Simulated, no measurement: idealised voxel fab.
The process module presented herein is designated voxel transistor to metal.
170 nm wide, 5 nm square cells: that's cross-section cut.
Throughout this document, each cross-section is represented as a grid of square cells and is presented as a sequence of bands enumerated from the top downward, where a band comprises one or more rows of cells. Band: top and bottom heights (nm) first, top before bottom; then materials from left to right, widths in nm. "all across" marks a sole material filling the band edge to edge. "empty" denotes empty space. Where do heights start? At 0: under that level the wafer as delivered is made of one material only. And the lowest band has no floor; it just carries on downward, as in "top 0, no bottom". Think of "30..40" as a width that walks from the first number to the second as you go down the band, top row to bottom row, taking equal-sized steps from row to row. Where the words "remained unchanged" appear for a step, the cross-section shows no cell changed by that step; every cell remained as before. Look at "Enclosed void list" for the closed voids: empty spaces with no open path to the top, sized 8 cells or up. Each is width x height at distance, distance from the left edge, all nm. Text after the settings on a step's line: the simulator's own remark on that step. Regarding "overlay nm": on a step with a mask, it is the distance the mask lay to the right of its planned place; a negative value places it to the left. So the way this works: pairs, before and after one process step. The after picture only goes down to the lowest band that actually changed, nothing below. Step and its settings are under each pair. And watch out, pairs might come from different runs of this module, same starting wafer though, so a pair only follows on from the one above if its "Before processing" entry tells you so.

[Before processing]
- top 85, bottom 60 = 45 of SiO2 | 15 of empty | 45 of SiO2 | 15 of empty | 50 of SiO2
- top 60, bottom 55 = 45 of SiN | 15 of empty | 45 of SiN | 15 of empty | 50 of SiN
- top 55, bottom 40 = 45 of SiO2 | 5 of TiN | 5 of Ru | 5 of TiN | 45 of SiO2 | 5 of TiN | 5 of Ru | 5 of TiN | 50 of SiO2
- top 40, bottom 25 = 45 of SiO2 | 5 of TiN | 5 of Ru | 5 of TiN | 5 of SiO2 | 10 of SiN | 15 of polySi | 10 of SiN | 5 of SiO2 | 5 of TiN | 5 of Ru | 5 of TiN | 50 of SiO2
- top 25, bottom 20 = 45 of SiO2 | 15 of TiN | 5 of SiO2 | 10 of SiN | 15 of polySi | 10 of SiN | 5 of SiO2 | 15 of TiN | 50 of SiO2
- top 20, bottom 5 = 35 of SiO2 | 95 of SiN | 40 of SiO2
- top 5, bottom 0 = SiO2 all across
- top 0, bottom -25 = 40 of SiO2 | 85 of Si | 45 of SiO2
- top -25, no bottom = Si all across
- Enclosed void list: none

[Post-Step Geometry]
- top 90, bottom 85 = 50 of TiN | 5 of empty | 55 of TiN | 5 of empty | 55 of TiN
- top 85, bottom 60 = 45 of SiO2 | 5 of TiN | 5 of empty | 5 of TiN | 45 of SiO2 | 5 of TiN | 5 of empty | 5 of TiN | 50 of SiO2
- top 60, bottom 55 = 45 of SiN | 15 of TiN | 45 of SiN | 15 of TiN | 50 of SiN
- Rest of section, below 55: as before.
- Enclosed void list: none
Between the cross-sections above, the step performed was CONFORMAL_DEP, material TiN, thk nm 5

Before processing: For the state before this step, see the after cross-section of the pair located directly above.

[Post-Step Geometry]
- top 95, bottom 90 = Cu all across
- top 90, bottom 85 = 50 of TiN | 5 of Cu | 55 of TiN | 5 of Cu | 55 of TiN
- top 85, bottom 60 = 45 of SiO2 | 5 of TiN | 5 of Cu | 5 of TiN | 45 of SiO2 | 5 of TiN | 5 of Cu | 5 of TiN | 50 of SiO2
- Rest of section, below 60: as before.
- Enclosed void list: none
Between the cross-sections above, the step performed was FILL_DEP, material Cu, thk nm 5

Before processing: For the state before this step, see the after cross-section of the pair located directly above.

[Post-Step Geometry]
- top 85, bottom 60 = 45 of SiO2 | 5 of TiN | 5 of Cu | 5 of TiN | 45 of SiO2 | 5 of TiN | 5 of Cu | 5 of TiN | 50 of SiO2
- Rest of section, below 60: as before.
- Enclosed void list: none
Between the cross-sections above, the step performed was CMP, height nm 85

Before processing: For the state before this step, see the after cross-section of the pair located directly above.

[Post-Step Geometry]
- top 90, bottom 85 = SiCN all across
- Rest of section, below 85: as before.
- Enclosed void list: none
Between the cross-sections above, the step performed was CONFORMAL_DEP, material SiCN, thk nm 5

[Before processing]
- top 20, bottom 5 = 35 of empty | 95 of SiN | 40 of empty
- top 5, bottom 0 = 35 of empty | 95 of SiO2 | 40 of empty
- top 0, bottom -20 = 35 of empty | 95 of Si | 40 of empty
- top -20, no bottom = Si all across
- Enclosed void list: none

[Post-Step Geometry]
- top 20, bottom 5 = 35 of empty | 95 of SiN | 40 of empty
- top 5, bottom 0 = 35 of empty | 95 of SiO2 | 40 of empty
- top 0, bottom -40 = 35 of empty | 95 of Si | 40 of empty
- Rest of section, below -40: as before.
- Enclosed void list: none
Between the cross-sections above, the step performed was MASKED_ETCH, tone cover, mask id ACTIVE, width nm 95, etch materials Si, depth nm 20, overlay nm 0

Before processing: For the state before this step, see the after cross-section of the pair located directly above.

[Post-Step Geometry]
- top 20, bottom 5 = 35 of empty | 95 of SiN | 40 of empty
- top 5, bottom 0 = 35 of empty | 95 of SiO2 | 40 of empty
- top 0, bottom -40 = 35 of empty | 5 of SiO2 | 85 of Si | 5 of SiO2 | 40 of empty
- top -40, bottom -45 = 40 of SiO2 | 85 of Si | 45 of SiO2
- Rest of section, below -45: as before.
- Enclosed void list: none
Between the cross-sections above, the step performed was OXIDIZE, depth nm 5

Before processing: For the state before this step, see the after cross-section of the pair located directly above.

[Post-Step Geometry]
- top 35, bottom 20 = SiO2 all across
- top 20, bottom 5 = 35 of SiO2 | 95 of SiN | 40 of SiO2
- top 5, bottom 0 = SiO2 all across
- top 0, bottom -45 = 40 of SiO2 | 85 of Si | 45 of SiO2
- Rest of section, below -45: as before.
- Enclosed void list: none
Between the cross-sections above, the step performed was FILL_DEP, material SiO2, thk nm 15

Before processing: For the state before this step, see the after cross-section of the pair located directly above.

[Post-Step Geometry]
- top 20, bottom 5 = 35 of SiO2 | 95 of SiN | 40 of SiO2
- Rest of section, below 5: as before.
- Enclosed void list: none
Between the cross-sections above, the step performed was CMP, height nm 20

Before processing: For the state before this step, see the after cross-section of the pair located directly above.

[Post-Step Geometry]
- top 20, bottom 10 = 35 of empty | 95 of SiN | 40 of empty
- Rest of section, below 10: as before.
- Enclosed void list: none
Between the cross-sections above, the step performed was SELECTIVE_ETCH, etch materials SiO2, depth nm 10

Before processing: For the state before this step, see the after cross-section of the pair located directly above.

[Post-Step Geometry]
- top 10, bottom 5 = 35 of SiO2 | 95 of empty | 40 of SiO2
- Rest of section, below 5: as before.
- Enclosed void list: none
Between the cross-sections above, the step performed was STRIP, etch materials SiN

Before processing: For the state before this step, see the after cross-section of the pair located directly above.

[Post-Step Geometry]
- top 5, bottom 0 = 30 of SiO2 | 105 of empty | 35 of SiO2
- Rest of section, below 0: as before.
- Enclosed void list: none
Between the cross-sections above, the step performed was SELECTIVE_ETCH, etch materials SiO2, depth nm 5

Before processing: For the state before this step, see the after cross-section of the pair located directly above.

[Post-Step Geometry]
- top 5, bottom 0 = 30 of SiO2 | 105 of empty | 35 of SiO2
- top 0, bottom -5 = SiO2 all across
- Rest of section, below -5: as before.
- Enclosed void list: none
Between the cross-sections above, the step performed was OXIDIZE, depth nm 5

Before processing: For the state before this step, see the after cross-section of the pair located directly above.

[Post-Step Geometry]
- top 35, bottom 30 = 30 of polySi | 105 of empty | 35 of polySi
- top 30, bottom 5 = polySi all across
- top 5, bottom 0 = 30 of SiO2 | 105 of polySi | 35 of SiO2
- Rest of section, below 0: as before.
- Enclosed void list: none
Between the cross-sections above, the step performed was DIRECTIONAL_DEP, material polySi, thk nm 30

Before processing: For the state before this step, see the after cross-section of the pair located directly above.

[Post-Step Geometry]
- top 45, bottom 40 = 30 of SiCN | 105 of empty | 35 of SiCN
- top 40, bottom 35 = SiCN all across
- top 35, bottom 30 = 30 of polySi | 105 of SiCN | 35 of polySi
- Rest of section, below 30: as before.
- Enclosed void list: none
Between the cross-sections above, the step performed was DIRECTIONAL_DEP, material SiCN, thk nm 10

Before processing: For the state before this step, see the after cross-section of the pair located directly above.

[Post-Step Geometry]
- top 65, bottom 45 = 75 of empty | 15 of resist | 80 of empty
- top 45, bottom 40 = 30 of SiCN | 45 of empty | 15 of resist | 45 of empty | 35 of SiCN
- Rest of section, below 40: as before.
- Enclosed void list: none
Between the cross-sections above, the step performed was PATTERN, tone cover, mask id GATE, material resist, width nm 15, thk nm 20, overlay nm 0

Before processing: For the state before this step, see the after cross-section of the pair located directly above.

[Post-Step Geometry]
- top 65, bottom 40 = 75 of empty | 15 of resist | 80 of empty
- top 40, bottom 35 = 75 of empty | 15 of SiCN | 80 of empty
- top 35, bottom 30 = 30 of polySi | 45 of empty | 15 of SiCN | 45 of empty | 35 of polySi
- Rest of section, below 30: as before.
- Enclosed void list: none
Between the cross-sections above, the step performed was DIRECTIONAL_ETCH, etch materials SiCN, depth nm 20

Before processing: For the state before this step, see the after cross-section of the pair located directly above.

[Post-Step Geometry]
- top 65, bottom 40 = 75 of empty | 15 of resist | 80 of empty
- top 40, bottom 30 = 75 of empty | 15 of SiCN | 80 of empty
- top 30, bottom 5 = 75 of empty | 15 of polySi | 80 of empty
- top 5, bottom 0 = 30 of SiO2 | 45 of empty | 15 of polySi | 45 of empty | 35 of SiO2
- Rest of section, below 0: as before.
- Enclosed void list: none
Between the cross-sections above, the step performed was DIRECTIONAL_ETCH, etch materials polySi, depth nm 40

Before processing: For the state before this step, see the after cross-section of the pair located directly above.

[Post-Step Geometry]
- top 40, bottom 30 = 75 of empty | 15 of SiCN | 80 of empty
- Rest of section, below 30: as before.
- Enclosed void list: none
Between the cross-sections above, the step performed was STRIP, etch materials resist

Before processing: For the state before this step, see the after cross-section of the pair located directly above.

[Post-Step Geometry]
- top 50, bottom 40 = 65 of empty | 35 of SiN | 70 of empty
- top 40, bottom 30 = 65 of empty | 10 of SiN | 15 of SiCN | 10 of SiN | 70 of empty
- top 30, bottom 15 = 65 of empty | 10 of SiN | 15 of polySi | 10 of SiN | 70 of empty
- top 15, bottom 10 = 40 of SiN | 25 of empty | 10 of SiN | 15 of polySi | 10 of SiN | 25 of empty | 45 of SiN
- top 10, bottom 5 = 75 of SiN | 15 of polySi | 80 of SiN
- top 5, bottom 0 = 30 of SiO2 | 45 of SiN | 15 of polySi | 45 of SiN | 35 of SiO2
- Rest of section, below 0: as before.
- Enclosed void list: none
Between the cross-sections above, the step performed was CONFORMAL_DEP, material SiN, thk nm 10

Before processing: For the state before this step, see the after cross-section of the pair located directly above.

[Post-Step Geometry]
- top 40, bottom 30 = 65 of empty | 10 of SiN | 15 of SiCN | 10 of SiN | 70 of empty
- top 30, bottom 5 = 65 of empty | 10 of SiN | 15 of polySi | 10 of SiN | 70 of empty
- top 5, bottom 0 = 30 of SiO2 | 10 of SiN | 25 of empty | 10 of SiN | 15 of polySi | 10 of SiN | 25 of empty | 10 of SiN | 35 of SiO2
- Rest of section, below 0: as before.
- Enclosed void list: none
Between the cross-sections above, the step performed was DIRECTIONAL_ETCH, etch materials SiN, depth nm 10

Before processing: For the state before this step, see the after cross-section of the pair located directly above.

[Post-Step Geometry]
- top 40, bottom 30 = 65 of empty | 10 of SiN | 15 of SiCN | 10 of SiN | 70 of empty
- top 30, bottom 5 = 65 of empty | 10 of SiN | 15 of polySi | 10 of SiN | 70 of empty
- top 5, bottom 0 = 30 of empty | 10 of SiN | 25 of empty | 10 of SiN | 15 of polySi | 10 of SiN | 25 of empty | 10 of SiN | 35 of empty
- top 0, bottom -5 = 40 of SiO2 | 25 of empty | 35 of SiO2 | 25 of empty | 45 of SiO2
- Rest of section, below -5: as before.
- Enclosed void list: none
Between the cross-sections above, the step performed was DIRECTIONAL_ETCH, etch materials SiO2, depth nm 5

Before processing: For the state before this step, see the after cross-section of the pair located directly above.

[Post-Step Geometry]
- top 40, bottom 30 = 65 of empty | 10 of SiN | 15 of SiCN | 10 of SiN | 70 of empty
- top 30, bottom 5 = 65 of empty | 10 of SiN | 15 of polySi | 10 of SiN | 70 of empty
- top 5, bottom 0 = 30 of empty | 10 of SiN | 25 of empty | 10 of SiN | 15 of polySi | 10 of SiN | 25 of empty | 10 of SiN | 35 of empty
- top 0, bottom -5 = 40 of SiO2 | 25 of empty | 35 of SiO2 | 25 of empty | 45 of SiO2
- top -5, bottom -10 = 40 of SiO2 | 25 of empty | 35 of Si | 25 of empty | 45 of SiO2
- Rest of section, below -10: as before.
- Enclosed void list: none
Between the cross-sections above, the step performed was DIRECTIONAL_ETCH, etch materials Si, depth nm 5

Before processing: For the state before this step, see the after cross-section of the pair located directly above.

[Post-Step Geometry]
- top 40, bottom 30 = 65 of empty | 10 of SiN | 15 of SiCN | 10 of SiN | 70 of empty
- top 30, bottom 5 = 65 of empty | 10 of SiN | 15 of polySi | 10 of SiN | 70 of empty
- top 5, bottom 0 = 30 of empty | 10 of SiN | 15 of empty | 10 of pSi | 10 of SiN | 15 of polySi | 10 of SiN | 10 of pSi | 15 of empty | 10 of SiN | 35 of empty
- top 0, bottom -5 = 40 of SiO2 | 25 of pSi | 35 of SiO2 | 25 of pSi | 45 of SiO2
- top -5, bottom -10 = 40 of SiO2 | 25 of pSi | 35 of Si | 25 of pSi | 45 of SiO2
- Rest of section, below -10: as before.
- Enclosed void list: none
Between the cross-sections above, the step performed was EPI, material pSi, thk nm 10

Before processing: For the state before this step, see the after cross-section of the pair located directly above.

[Post-Step Geometry]
- top 45, bottom 40 = SiO2 all across
- top 40, bottom 30 = 65 of SiO2 | 10 of SiN | 15 of SiCN | 10 of SiN | 70 of SiO2
- top 30, bottom 5 = 65 of SiO2 | 10 of SiN | 15 of polySi | 10 of SiN | 70 of SiO2
- top 5, bottom 0 = 30 of SiO2 | 10 of SiN | 15 of SiO2 | 10 of pSi | 10 of SiN | 15 of polySi | 10 of SiN | 10 of pSi | 15 of SiO2 | 10 of SiN | 35 of SiO2
- Rest of section, below 0: as before.
- Enclosed void list: none
Between the cross-sections above, the step performed was FILL_DEP, material SiO2, thk nm 5

Before processing: For the state before this step, see the after cross-section of the pair located directly above.

[Post-Step Geometry]
- top 40, bottom 30 = 65 of SiO2 | 10 of SiN | 15 of SiCN | 10 of SiN | 70 of SiO2
- Rest of section, below 30: as before.
- Enclosed void list: none
Between the cross-sections above, the step performed was CMP, height nm 40

Before processing: For the state before this step, see the after cross-section of the pair located directly above.

[Post-Step Geometry]
- top 55, bottom 40 = SiO2 all across
- Rest of section, below 40: as before.
- Enclosed void list: none
Between the cross-sections above, the step performed was DIRECTIONAL_DEP, material SiO2, thk nm 15

Before processing: For the state before this step, see the after cross-section of the pair located directly above.

[Post-Step Geometry]
- top 55, bottom 40 = 45 of SiO2 | 15 of empty | 45 of SiO2 | 15 of empty | 50 of SiO2
- top 40, bottom 30 = 45 of SiO2 | 15 of empty | 5 of SiO2 | 10 of SiN | 15 of SiCN | 10 of SiN | 5 of SiO2 | 15 of empty | 50 of SiO2
- top 30, bottom 5 = 45 of SiO2 | 15 of empty | 5 of SiO2 | 10 of SiN | 15 of polySi | 10 of SiN | 5 of SiO2 | 15 of empty | 50 of SiO2
- top 5, bottom 0 = 30 of SiO2 | 10 of SiN | 5 of SiO2 | 10 of empty | 10 of pSi | 10 of SiN | 15 of polySi | 10 of SiN | 10 of pSi | 10 of empty | 5 of SiO2 | 10 of SiN | 35 of SiO2
- Rest of section, below 0: as before.
- Enclosed void list: none
Between the cross-sections above, the step performed was MASKED_ETCH, tone open, mask id CONTACT, width nm 15, pitch nm 60, etch materials SiO2, depth nm 55, overlay nm 0

Before processing: For the state before this step, see the after cross-section of the pair located directly above.

[Post-Step Geometry]
- top 60, bottom 55 = 50 of TiN | 5 of empty | 55 of TiN | 5 of empty | 55 of TiN
- top 55, bottom 40 = 45 of SiO2 | 5 of TiN | 5 of empty | 5 of TiN | 45 of SiO2 | 5 of TiN | 5 of empty | 5 of TiN | 50 of SiO2
- top 40, bottom 30 = 45 of SiO2 | 5 of TiN | 5 of empty | 5 of TiN | 5 of SiO2 | 10 of SiN | 15 of SiCN | 10 of SiN | 5 of SiO2 | 5 of TiN | 5 of empty | 5 of TiN | 50 of SiO2
- top 30, bottom 10 = 45 of SiO2 | 5 of TiN | 5 of empty | 5 of TiN | 5 of SiO2 | 10 of SiN | 15 of polySi | 10 of SiN | 5 of SiO2 | 5 of TiN | 5 of empty | 5 of TiN | 50 of SiO2
- top 10, bottom 5 = 45 of SiO2 | 15 of TiN | 5 of SiO2 | 10 of SiN | 15 of polySi | 10 of SiN | 5 of SiO2 | 15 of TiN | 50 of SiO2
- top 5, bottom 0 = 30 of SiO2 | 10 of SiN | 5 of SiO2 | 10 of TiN | 10 of pSi | 10 of SiN | 15 of polySi | 10 of SiN | 10 of pSi | 10 of TiN | 5 of SiO2 | 10 of SiN | 35 of SiO2
- Rest of section, below 0: as before.
- Enclosed void list: none
Between the cross-sections above, the step performed was CONFORMAL_DEP, material TiN, thk nm 5

Before processing: For the state before this step, see the after cross-section of the pair located directly above.

[Post-Step Geometry]
- top 70, bottom 60 = Ru all across
- top 60, bottom 55 = 50 of TiN | 5 of Ru | 55 of TiN | 5 of Ru | 55 of TiN
- top 55, bottom 40 = 45 of SiO2 | 5 of TiN | 5 of Ru | 5 of TiN | 45 of SiO2 | 5 of TiN | 5 of Ru | 5 of TiN | 50 of SiO2
- top 40, bottom 30 = 45 of SiO2 | 5 of TiN | 5 of Ru | 5 of TiN | 5 of SiO2 | 10 of SiN | 15 of SiCN | 10 of SiN | 5 of SiO2 | 5 of TiN | 5 of Ru | 5 of TiN | 50 of SiO2
- top 30, bottom 10 = 45 of SiO2 | 5 of TiN | 5 of Ru | 5 of TiN | 5 of SiO2 | 10 of SiN | 15 of polySi | 10 of SiN | 5 of SiO2 | 5 of TiN | 5 of Ru | 5 of TiN | 50 of SiO2
- Rest of section, below 10: as before.
- Enclosed void list: none
Between the cross-sections above, the step performed was FILL_DEP, material Ru, thk nm 10

Before processing: For the state before this step, see the after cross-section of the pair located directly above.

[Post-Step Geometry]
- top 55, bottom 40 = 45 of SiO2 | 5 of TiN | 5 of Ru | 5 of TiN | 45 of SiO2 | 5 of TiN | 5 of Ru | 5 of TiN | 50 of SiO2
- Rest of section, below 40: as before.
- Enclosed void list: none
Between the cross-sections above, the step performed was CMP, height nm 55

Before processing: For the state before this step, see the after cross-section of the pair located directly above.

[Post-Step Geometry]
- top 60, bottom 55 = SiN all across
- Rest of section, below 55: as before.
- Enclosed void list: none
Between the cross-sections above, the step performed was CONFORMAL_DEP, material SiN, thk nm 5

Before processing: For the state before this step, see the after cross-section of the pair located directly above.

[Post-Step Geometry]
- top 85, bottom 60 = SiO2 all across
- Rest of section, below 60: as before.
- Enclosed void list: none
Between the cross-sections above, the step performed was DIRECTIONAL_DEP, material SiO2, thk nm 25

Before processing: For the state before this step, see the after cross-section of the pair located directly above.

[Post-Step Geometry]
- top 100, bottom 85 = 45 of resist | 15 of empty | 45 of resist | 15 of empty | 50 of resist
- Rest of section, below 85: as before.
- Enclosed void list: none
Between the cross-sections above, the step performed was PATTERN, tone open, mask id METAL_1, material resist, width nm 15, pitch nm 60, thk nm 15, overlay nm 0

Before processing: For the state before this step, see the after cross-section of the pair located directly above.

[Post-Step Geometry]
- top 100, bottom 85 = 45 of resist | 15 of empty | 45 of resist | 15 of empty | 50 of resist
- top 85, bottom 60 = 45 of SiO2 | 15 of empty | 45 of SiO2 | 15 of empty | 50 of SiO2
- Rest of section, below 60: as before.
- Enclosed void list: none
Between the cross-sections above, the step performed was DIRECTIONAL_ETCH, etch materials SiO2, depth nm 25

Before processing: For the state before this step, see the after cross-section of the pair located directly above.

[Post-Step Geometry]
- top 100, bottom 85 = 45 of resist | 15 of empty | 45 of resist | 15 of empty | 50 of resist
- top 85, bottom 60 = 45 of SiO2 | 15 of empty | 45 of SiO2 | 15 of empty | 50 of SiO2
- top 60, bottom 55 = 45 of SiN | 15 of empty | 45 of SiN | 15 of empty | 50 of SiN
- Rest of section, below 55: as before.
- Enclosed void list: none
Between the cross-sections above, the step performed was DIRECTIONAL_ETCH, etch materials SiN, depth nm 5

Before processing: For the state before this step, see the after cross-section of the pair located directly above.

[Post-Step Geometry]
- top 85, bottom 60 = 45 of SiO2 | 15 of empty | 45 of SiO2 | 15 of empty | 50 of SiO2
- Rest of section, below 60: as before.
- Enclosed void list: none
Between the cross-sections above, the step performed was STRIP, etch materials resist

Before processing: For the state before this step, see the after cross-section of the pair located directly above.

[Post-Step Geometry]
- top 90, bottom 85 = 50 of TiN | 5 of empty | 55 of TiN | 5 of empty | 55 of TiN
- top 85, bottom 60 = 45 of SiO2 | 5 of TiN | 5 of empty | 5 of TiN | 45 of SiO2 | 5 of TiN | 5 of empty | 5 of TiN | 50 of SiO2
- top 60, bottom 55 = 45 of SiN | 15 of TiN | 45 of SiN | 15 of TiN | 50 of SiN
- Rest of section, below 55: as before.
- Enclosed void list: none
Between the cross-sections above, the step performed was CONFORMAL_DEP, material TiN, thk nm 5

Before processing: For the state before this step, see the after cross-section of the pair located directly above.

[Post-Step Geometry]
- top 95, bottom 90 = Cu all across
- top 90, bottom 85 = 50 of TiN | 5 of Cu | 55 of TiN | 5 of Cu | 55 of TiN
- top 85, bottom 60 = 45 of SiO2 | 5 of TiN | 5 of Cu | 5 of TiN | 45 of SiO2 | 5 of TiN | 5 of Cu | 5 of TiN | 50 of SiO2
- Rest of section, below 60: as before.
- Enclosed void list: none
Between the cross-sections above, the step performed was FILL_DEP, material Cu, thk nm 5

Before processing: For the state before this step, see the after cross-section of the pair located directly above.

[Post-Step Geometry]
- top 85, bottom 60 = 45 of SiO2 | 5 of TiN | 5 of Cu | 5 of TiN | 45 of SiO2 | 5 of TiN | 5 of Cu | 5 of TiN | 50 of SiO2
- Rest of section, below 60: as before.
- Enclosed void list: none
Between the cross-sections above, the step performed was CMP, height nm 85

Before processing: For the state before this step, see the after cross-section of the pair located directly above.

[Post-Step Geometry]
- top 90, bottom 85 = SiCN all across
- Rest of section, below 85: as before.
- Enclosed void list: none
Between the cross-sections above, the step performed was CONFORMAL_DEP, material SiCN, thk nm 5

[Before processing]
- top 40, bottom 30 = 65 of empty | 10 of SiN | 15 of SiCN | 10 of SiN | 70 of empty
- top 30, bottom 5 = 65 of empty | 10 of SiN | 15 of polySi | 10 of SiN | 70 of empty
- top 5, bottom 0 = 30 of empty | 10 of SiN | 25 of empty | 10 of SiN | 15 of polySi | 10 of SiN | 25 of empty | 10 of SiN | 35 of empty
- top 0, bottom -5 = 40 of SiO2 | 25 of empty | 35 of SiO2 | 25 of empty | 45 of SiO2
- top -5, bottom -25 = 40 of SiO2 | 85 of Si | 45 of SiO2
- top -25, no bottom = Si all across
- Enclosed void list: none

[Post-Step Geometry]
- top 40, bottom 30 = 65 of empty | 10 of SiN | 15 of SiCN | 10 of SiN | 70 of empty
- top 30, bottom 5 = 65 of empty | 10 of SiN | 15 of polySi | 10 of SiN | 70 of empty
- top 5, bottom 0 = 30 of empty | 10 of SiN | 25 of pSi | 10 of SiN | 15 of polySi | 10 of SiN | 25 of pSi | 10 of SiN | 35 of empty
- top 0, bottom -5 = 40 of SiO2 | 25 of pSi | 35 of SiO2 | 25 of pSi | 45 of SiO2
- Rest of section, below -5: as before.
- Enclosed void list: none
Between the cross-sections above, the step performed was EPI, material pSi, thk nm 10

Before processing: For the state before this step, see the after cross-section of the pair located directly above.

[Post-Step Geometry]
- top 40, bottom 30 = 65 of empty | 10 of SiN | 15 of SiCN | 10 of SiN | 70 of empty
- top 30, bottom 5 = 65 of empty | 10 of SiN | 15 of polySi | 10 of SiN | 70 of empty
- top 5, bottom 0 = 30 of empty | 10 of SiN | 25 of empty | 10 of SiN | 15 of polySi | 10 of SiN | 25 of empty | 10 of SiN | 35 of empty
- Rest of section, below 0: as before.
- Enclosed void list: none
Between the cross-sections above, the step performed was DIRECTIONAL_ETCH, etch materials Si, depth nm 5

Before processing: For the state before this step, see the after cross-section of the pair located directly above.

[Post-Step Geometry]
- top 45, bottom 40 = SiO2 all across
- top 40, bottom 30 = 65 of SiO2 | 10 of SiN | 15 of SiCN | 10 of SiN | 70 of SiO2
- top 30, bottom 5 = 65 of SiO2 | 10 of SiN | 15 of polySi | 10 of SiN | 70 of SiO2
- top 5, bottom 0 = 30 of SiO2 | 10 of SiN | 25 of SiO2 | 10 of SiN | 15 of polySi | 10 of SiN | 25 of SiO2 | 10 of SiN | 35 of SiO2
- Rest of section, below 0: as before.
- Enclosed void list: none
Between the cross-sections above, the step performed was FILL_DEP, material SiO2, thk nm 5

Before processing: For the state before this step, see the after cross-section of the pair located directly above.

[Post-Step Geometry]
- top 40, bottom 30 = 65 of SiO2 | 10 of SiN | 15 of SiCN | 10 of SiN | 70 of SiO2
- Rest of section, below 30: as before.
- Enclosed void list: none
Between the cross-sections above, the step performed was CMP, height nm 40

Before processing: For the state before this step, see the after cross-section of the pair located directly above.

[Post-Step Geometry]
- top 55, bottom 40 = SiO2 all across
- Rest of section, below 40: as before.
- Enclosed void list: none
Between the cross-sections above, the step performed was DIRECTIONAL_DEP, material SiO2, thk nm 15

Before processing: For the state before this step, see the after cross-section of the pair located directly above.

[Post-Step Geometry]
- top 55, bottom 40 = 45 of SiO2 | 15 of empty | 45 of SiO2 | 15 of empty | 50 of SiO2
- top 40, bottom 30 = 45 of SiO2 | 15 of empty | 5 of SiO2 | 10 of SiN | 15 of SiCN | 10 of SiN | 5 of SiO2 | 15 of empty | 50 of SiO2
- top 30, bottom 5 = 45 of SiO2 | 15 of empty | 5 of SiO2 | 10 of SiN | 15 of polySi | 10 of SiN | 5 of SiO2 | 15 of empty | 50 of SiO2
- top 5, bottom 0 = 30 of SiO2 | 10 of SiN | 5 of SiO2 | 15 of empty | 5 of SiO2 | 10 of SiN | 15 of polySi | 10 of SiN | 5 of SiO2 | 15 of empty | 5 of SiO2 | 10 of SiN | 35 of SiO2
- Rest of section, below 0: as before.
- Enclosed void list: none
Between the cross-sections above, the step performed was MASKED_ETCH, tone open, mask id CONTACT, width nm 15, pitch nm 60, etch materials SiO2, depth nm 55, overlay nm 0

Before processing: For the state before this step, see the after cross-section of the pair located directly above.

[Post-Step Geometry]
- top 60, bottom 55 = 50 of TiN | 5 of empty | 55 of TiN | 5 of empty | 55 of TiN
- top 55, bottom 40 = 45 of SiO2 | 5 of TiN | 5 of empty | 5 of TiN | 45 of SiO2 | 5 of TiN | 5 of empty | 5 of TiN | 50 of SiO2
- top 40, bottom 30 = 45 of SiO2 | 5 of TiN | 5 of empty | 5 of TiN | 5 of SiO2 | 10 of SiN | 15 of SiCN | 10 of SiN | 5 of SiO2 | 5 of TiN | 5 of empty | 5 of TiN | 50 of SiO2
- top 30, bottom 5 = 45 of SiO2 | 5 of TiN | 5 of empty | 5 of TiN | 5 of SiO2 | 10 of SiN | 15 of polySi | 10 of SiN | 5 of SiO2 | 5 of TiN | 5 of empty | 5 of TiN | 50 of SiO2
- top 5, bottom 0 = 30 of SiO2 | 10 of SiN | 5 of SiO2 | 15 of TiN | 5 of SiO2 | 10 of SiN | 15 of polySi | 10 of SiN | 5 of SiO2 | 15 of TiN | 5 of SiO2 | 10 of SiN | 35 of SiO2
- Rest of section, below 0: as before.
- Enclosed void list: none
Between the cross-sections above, the step performed was CONFORMAL_DEP, material TiN, thk nm 5

Before processing: For the state before this step, see the after cross-section of the pair located directly above.

[Post-Step Geometry]
- top 70, bottom 60 = Ru all across
- top 60, bottom 55 = 50 of TiN | 5 of Ru | 55 of TiN | 5 of Ru | 55 of TiN
- top 55, bottom 40 = 45 of SiO2 | 5 of TiN | 5 of Ru | 5 of TiN | 45 of SiO2 | 5 of TiN | 5 of Ru | 5 of TiN | 50 of SiO2
- top 40, bottom 30 = 45 of SiO2 | 5 of TiN | 5 of Ru | 5 of TiN | 5 of SiO2 | 10 of SiN | 15 of SiCN | 10 of SiN | 5 of SiO2 | 5 of TiN | 5 of Ru | 5 of TiN | 50 of SiO2
- top 30, bottom 5 = 45 of SiO2 | 5 of TiN | 5 of Ru | 5 of TiN | 5 of SiO2 | 10 of SiN | 15 of polySi | 10 of SiN | 5 of SiO2 | 5 of TiN | 5 of Ru | 5 of TiN | 50 of SiO2
- Rest of section, below 5: as before.
- Enclosed void list: none
Between the cross-sections above, the step performed was FILL_DEP, material Ru, thk nm 10

Before processing: For the state before this step, see the after cross-section of the pair located directly above.

[Post-Step Geometry]
- top 55, bottom 40 = 45 of SiO2 | 5 of TiN | 5 of Ru | 5 of TiN | 45 of SiO2 | 5 of TiN | 5 of Ru | 5 of TiN | 50 of SiO2
- Rest of section, below 40: as before.
- Enclosed void list: none
Between the cross-sections above, the step performed was CMP, height nm 55

Before processing: For the state before this step, see the after cross-section of the pair located directly above.

[Post-Step Geometry]
- top 60, bottom 55 = SiN all across
- Rest of section, below 55: as before.
- Enclosed void list: none
Between the cross-sections above, the step performed was CONFORMAL_DEP, material SiN, thk nm 5

Before processing: For the state before this step, see the after cross-section of the pair located directly above.

[Post-Step Geometry]
- top 85, bottom 60 = SiO2 all across
- Rest of section, below 60: as before.
- Enclosed void list: none
Between the cross-sections above, the step performed was DIRECTIONAL_DEP, material SiO2, thk nm 25

Before processing: For the state before this step, see the after cross-section of the pair located directly above.

[Post-Step Geometry]
- top 100, bottom 85 = 45 of resist | 15 of empty | 45 of resist | 15 of empty | 50 of resist
- Rest of section, below 85: as before.
- Enclosed void list: none
Between the cross-sections above, the step performed was PATTERN, tone open, mask id METAL_1, material resist, width nm 15, pitch nm 60, thk nm 15, overlay nm 0

Before processing: For the state before this step, see the after cross-section of the pair located directly above.

[Post-Step Geometry]
- top 100, bottom 85 = 45 of resist | 15 of empty | 45 of resist | 15 of empty | 50 of resist
- top 85, bottom 60 = 45 of SiO2 | 15 of empty | 45 of SiO2 | 15 of empty | 50 of SiO2
- Rest of section, below 60: as before.
- Enclosed void list: none
Between the cross-sections above, the step performed was DIRECTIONAL_ETCH, etch materials SiO2, depth nm 25

Before processing: For the state before this step, see the after cross-section of the pair located directly above.

[Post-Step Geometry]
- top 100, bottom 85 = 45 of resist | 15 of empty | 45 of resist | 15 of empty | 50 of resist
- top 85, bottom 60 = 45 of SiO2 | 15 of empty | 45 of SiO2 | 15 of empty | 50 of SiO2
- top 60, bottom 55 = 45 of SiN | 15 of empty | 45 of SiN | 15 of empty | 50 of SiN
- Rest of section, below 55: as before.
- Enclosed void list: none
Between the cross-sections above, the step performed was DIRECTIONAL_ETCH, etch materials SiN, depth nm 5
